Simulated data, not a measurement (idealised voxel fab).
process module | voxel quadruple lines
cross-section cut | 225 nm wide | cells 5 nm
A cross-section is a grid of square cells, given in bands from the top down. A band is one or more rows of cells.
Each band's line starts with the height of the band's top and of its bottom, in nm. Then come its materials from left to right, each with its width in nm. One material with "throughout" fills the band from edge to edge. "air" is empty space.
Height 0 is the level under which the wafer as received is all one material. The lowest band goes on downwards, as in "0 down".
A width such as "30 to 40" changes by the same amount from each row of cells to the next, from the band's top row to its bottom row.
"no change" after a step means that no cell of the cross-section changed.
closed voids: empty space of 8 cells or more with no open way to the top, each as width x height at its distance from the left edge, in nm
after a step's settings: what the simulator itself notes on the step
overlay nm, on a step with a mask: how far to the right of its planned place the mask lay; to the left if negative
plan
1 op RECEIVE | material Si
2 op CONFORMAL_DEP | material Al2O3 | thk nm 5
3 op DIRECTIONAL_DEP | material TiN | thk nm 15
4 op DIRECTIONAL_DEP | material polySi | thk nm 20
5 op DIRECTIONAL_DEP | material aC | thk nm 25
6 op PATTERN | tone cover | mask id MANDREL | material resist | width nm 25 | pitch nm 80 | thk nm 35 | overlay nm 0
7 op DIRECTIONAL_ETCH | etch materials aC | depth nm 25
8 op STRIP | etch materials resist
9 op CONFORMAL_DEP | material SiO2 | thk nm 15
10 op DIRECTIONAL_ETCH | etch materials SiO2 | depth nm 15
11 op STRIP | etch materials aC
12 op DIRECTIONAL_ETCH | etch materials polySi | depth nm 20
13 op STRIP | etch materials SiO2
14 op CONFORMAL_DEP | material SiCN | thk nm 5
15 op DIRECTIONAL_ETCH | etch materials SiCN | depth nm 5
16 op STRIP | etch materials polySi
17 op DIRECTIONAL_ETCH | etch materials TiN | depth nm 15
18 op STRIP | etch materials SiCN
19 op FILL_DEP | material SiO2 | thk nm 10
20 op CMP | height nm 20
as received, after step 1
  0 down: Si throughout
  closed voids: none
first wafer at the end, as planned
  20 to 5: SiO2 40 | TiN 5 | SiO2 15 | TiN 5 | SiO2 15 | TiN 5 | SiO2 15 | TiN 5 | SiO2 15 | TiN 5 | SiO2 15 | TiN 5 | SiO2 15 | TiN 5 | SiO2 15 | TiN 5 | SiO2 40
  5 to 0: Al2O3 throughout
  0 down: Si throughout
  closed voids: none
second wafer at the end: like start, like plan, one mistake
  20 to 15: SiO2 throughout
  15 to 0: SiO2 40 | TiN 5 | SiO2 15 | TiN 5 | SiO2 15 | TiN 5 | SiO2 15 | TiN 5 | SiO2 15 | TiN 5 | SiO2 15 | TiN 5 | SiO2 15 | TiN 5 | SiO2 15 | TiN 5 | SiO2 40
  0 down: Si throughout
  closed voids: none
what went wrong: step 2 was left out
at the end the second wafer has, in cells: 45 fewer of Al2O3 | 45 more of SiO2
